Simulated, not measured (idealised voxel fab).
Process module, titled voxel wiring stack
cross-section cut | 155 nm wide | cells 5 nm
For the purposes of this document, a cross-section shall be understood as a grid of square cells, specified as bands listed in top-to-bottom order, each band consisting of one or more rows of cells.
Band entry format. Leading values: height of top, height of bottom, nm. Remainder: materials in left-to-right order, each with its width in nm. Special words: "edge to edge" on a single material, which then fills the band edge to edge; "empty", empty space.
It should be noted that heights are counted from 0, beneath which the wafer as supplied is of one material throughout, and that the lowest band possesses no lower boundary but continues downward, as written in "top 0, no bottom".
The width entry "30->40" should be interpreted row by row: the top row of cells in the band takes the first number, the bottom row takes the second number, and the change between adjacent rows is uniform throughout.
Given "nothing was modified" for a step, no cell of the cross-section differs between before and after that step.
"Closed void listing" means: voids of 8 cells or more that are shut off from the top with no open way through. Written width x height at distance, distance from the left edge, in nm.
Read whatever lies past the settings on a step's line as the simulator's own remark about the step.
Each step line may optionally specify "overlay nm", which for a step with a mask gives the rightward distance between the mask's planned place and where it lay, a negative value indicating the leftward direction.
**The steps planned for the process are as follows**
step 1: RECEIVE (material Si)
step 2: CONFORMAL_DEP (material SiO2; thk nm 15)
step 3: DIRECTIONAL_DEP (material TiN; thk nm 5)
step 4: DIRECTIONAL_DEP (material W; thk nm 20)
step 5: PATTERN (tone cover; mask id METAL_1; material resist; width nm 20; pitch nm 50; thk nm 20; overlay nm 0)
step 6: DIRECTIONAL_ETCH (etch materials W; depth nm 20)
step 7: DIRECTIONAL_ETCH (etch materials TiN; depth nm 5)
step 8: STRIP (etch materials resist)
step 9: CONFORMAL_DEP (material SiCN; thk nm 5)
step 10: FILL_DEP (material lowk; thk nm 10)
step 11: CMP (height nm 40)
step 12: CONFORMAL_DEP (material SiCN; thk nm 5)
step 13: DIRECTIONAL_DEP (material SiO2; thk nm 35)
step 14: DIRECTIONAL_DEP (material aC; thk nm 10)
step 15: PATTERN (tone open; mask id METAL_2; material resist; width nm 20; pitch nm 50; thk nm 25; overlay nm 0)
step 16: DIRECTIONAL_ETCH (etch materials aC; depth nm 10)
step 17: STRIP (etch materials resist)
step 18: DIRECTIONAL_ETCH (etch materials SiO2; depth nm 20)
step 19: STRIP (etch materials aC)
step 20: PATTERN (tone open; mask id METAL_2_HOLES; material resist; width nm 15; thk nm 20; overlay nm 0)
step 21: DIRECTIONAL_ETCH (etch materials SiO2; depth nm 15)
step 22: DIRECTIONAL_ETCH (etch materials SiCN; depth nm 5)
step 23: STRIP (etch materials resist)
step 24: CONFORMAL_DEP (material TiN; thk nm 5)
step 25: FILL_DEP (material Cu; thk nm 10)
step 26: CMP (height nm 80)
step 27: CONFORMAL_DEP (material SiN; thk nm 5)
**Shown in cross-section is the wafer as received, that is, as it stands after step 1**
> top 0, no bottom | Si edge to edge
> Closed void listing: none
**Starting structure and process plan are as shown above, but one mistake was made in running the module; the wafer cross-section at the end of the module follows**
> top 85, bottom 80 | SiN edge to edge
> top 80, bottom 65 | SiO2 40 nm, then TiN 5 nm, then Cu 10 nm, then TiN 5 nm, then SiO2 30 nm, then TiN 5 nm, then Cu 10 nm, then TiN 5 nm, then SiO2 45 nm
> top 65, bottom 60 | SiO2 40 nm, then TiN 5 nm, then Cu 5 nm, then TiN 10 nm, then SiO2 30 nm, then TiN 20 nm, then SiO2 45 nm
> top 60, bottom 45 | SiO2 40 nm, then TiN 5 nm, then Cu 5 nm, then TiN 5 nm, then SiO2 100 nm
> top 45, bottom 40 | SiCN 40 nm, then TiN 15 nm, then SiCN 100 nm
> top 40, bottom 35 | lowk 35 nm, then SiCN 30 nm, then lowk 20 nm, then SiCN 30 nm, then lowk 40 nm
> top 35, bottom 20 | lowk 35 nm, then SiCN 5 nm, then W 20 nm, then SiCN 5 nm, then lowk 20 nm, then SiCN 5 nm, then W 20 nm, then SiCN 5 nm, then lowk 40 nm
> top 20, bottom 15 | SiCN 40 nm, then W 20 nm, then SiCN 30 nm, then W 20 nm, then SiCN 45 nm
> top 15, bottom 0 | SiO2 edge to edge
> top 0, no bottom | Si edge to edge
> Closed void listing: none
Nonconformance to the process plan: skipped: plan step 3 (never run)
